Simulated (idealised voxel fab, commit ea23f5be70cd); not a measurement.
process module | voxel transistor to metal
cross-section cut | 205 nm wide | cells 5 nm
A cross-section is a grid of square cells, given in bands from the top down. A band is one or more rows of cells.
Each band's line starts with the height of the band's top and of its bottom, in nm. Then come its materials from left to right, each with its width in nm. One material with "throughout" fills the band from edge to edge. "air" is empty space.
Height 0 is the level under which the wafer as received is all one material. The lowest band goes on downwards, as in "0 down".
A width such as "30 to 40" changes by the same amount from each row of cells to the next, from the band's top row to its bottom row.
"no change" after a step means that no cell of the cross-section changed.
closed voids: empty space of 8 cells or more with no open way to the top, each as width x height at its distance from the left edge, in nm
after a step's settings: what the simulator itself notes on the step
overlay nm, on a step with a mask: how far to the right of its planned place the mask lay; to the left if negative
plan
1 op RECEIVE | material Si
2 op CONFORMAL_DEP | material SiO2 | thk nm 5
3 op CONFORMAL_DEP | material SiN | thk nm 10
4 op DIRECTIONAL_DEP | material aC | thk nm 10
5 op PATTERN | tone cover | mask id ACTIVE | material resist | width nm 135 | thk nm 30 | overlay nm 0
6 op DIRECTIONAL_ETCH | etch materials aC | depth nm 10
7 op STRIP | etch materials resist
8 op DIRECTIONAL_ETCH | etch materials SiN | depth nm 10
9 op DIRECTIONAL_ETCH | etch materials SiO2 | depth nm 5
10 op DIRECTIONAL_ETCH | etch materials Si | depth nm 30
11 op STRIP | etch materials aC
12 op FILL_DEP | material SiO2 | thk nm 15
13 op CMP | height nm 15
14 op SELECTIVE_ETCH | etch materials SiO2 | depth nm 10
15 op STRIP | etch materials SiN
16 op SELECTIVE_ETCH | etch materials SiO2 | depth nm 5
17 op OXIDIZE | depth nm 5
18 op DIRECTIONAL_DEP | material polySi | thk nm 25
19 op DIRECTIONAL_DEP | material SiCN | thk nm 15
20 op MASKED_ETCH | tone cover | mask id GATE | width nm 35 | etch materials SiCN | depth nm 25 | overlay nm 0
21 op MASKED_ETCH | tone cover | mask id GATE | width nm 35 | etch materials polySi | depth nm 35 | overlay nm 0
22 op CONFORMAL_DEP | material SiN | thk nm 10
23 op DIRECTIONAL_ETCH | etch materials SiN | depth nm 10
24 op DIRECTIONAL_ETCH | etch materials SiO2 | depth nm 5
25 op DIRECTIONAL_ETCH | etch materials Si | depth nm 5
26 op EPI | material SiGe | thk nm 5
27 op FILL_DEP | material SiO2 | thk nm 5
28 op CMP | height nm 25
29 op STRIP | etch materials polySi
30 op SELECTIVE_ETCH | etch materials SiO2 | depth nm 5
31 op CONFORMAL_DEP | material HfO2 | thk nm 5
32 op CONFORMAL_DEP | material TiN | thk nm 5
33 op FILL_DEP | material W | thk nm 10
34 op CMP | height nm 20
35 op DIRECTIONAL_DEP | material SiO2 | thk nm 15
36 op PATTERN | tone open | mask id CONTACT | material resist | width nm 20 | pitch nm 95 | thk nm 20 | overlay nm 0
37 op DIRECTIONAL_ETCH | etch materials SiO2 | depth nm 40
38 op STRIP | etch materials resist
39 op CONFORMAL_DEP | material TiN | thk nm 5
40 op FILL_DEP | material W | thk nm 5
41 op CMP | height nm 35
42 op DIRECTIONAL_DEP | material TiN | thk nm 5
43 op DIRECTIONAL_DEP | material W | thk nm 25
44 op DIRECTIONAL_DEP | material aC | thk nm 15
45 op PATTERN | tone cover | mask id METAL_1 | material resist | width nm 20 | pitch nm 95 | thk nm 30 | overlay nm 0
46 op DIRECTIONAL_ETCH | etch materials aC | depth nm 15
47 op STRIP | etch materials resist
48 op DIRECTIONAL_ETCH | etch materials W | depth nm 25
49 op DIRECTIONAL_ETCH | etch materials TiN | depth nm 5
50 op STRIP | etch materials aC
51 op CONFORMAL_DEP | material SiN | thk nm 5
52 op FILL_DEP | material lowk | thk nm 10
53 op CMP | height nm 65
54 op CONFORMAL_DEP | material SiCN | thk nm 5
as received, after step 1
  0 down: Si throughout
  closed voids: none
a wafer at the end: this start, this plan, one mistake
  70 to 65: SiCN throughout
  65 to 40: lowk 40 | SiN 5 | W 20 | SiN 5 | lowk 65 | SiN 5 | W 20 | SiN 5 | lowk 40
  40 to 35: SiN 45 | TiN 20 | SiN 75 | TiN 20 | SiN 45
  35 to 20: SiO2 45 | TiN 5 | W 10 | TiN 5 | SiO2 75 | TiN 5 | W 10 | TiN 5 | SiO2 45
  20 to 5: SiO2 45 | TiN 5 | W 10 | TiN 5 | SiO2 10 | SiN 10 | HfO2 5 | TiN 5 | W 15 | TiN 5 | HfO2 5 | SiN 10 | SiO2 10 | TiN 5 | W 10 | TiN 5 | SiO2 45
  5 to 0: SiO2 45 | TiN 5 | W 10 | TiN 5 | SiO2 10 | SiN 10 | HfO2 5 | TiN 25 | HfO2 5 | SiN 10 | SiO2 10 | TiN 5 | W 10 | TiN 5 | SiO2 45
  0 to -5: SiO2 30 | SiN 5 | SiO2 10 | TiN 20 | SiO2 5 | SiGe 5 | SiO2 5 | HfO2 45 | SiO2 5 | SiGe 5 | SiO2 5 | TiN 20 | SiO2 10 | SiN 5 | SiO2 30
  -5 to -10: SiO2 40 | SiGe 35 | Si 55 | SiGe 35 | SiO2 40
  -10 to -30: SiO2 35 | Si 135 | SiO2 35
  -30 down: Si throughout
  closed voids: none
what went wrong: step 2 was left out
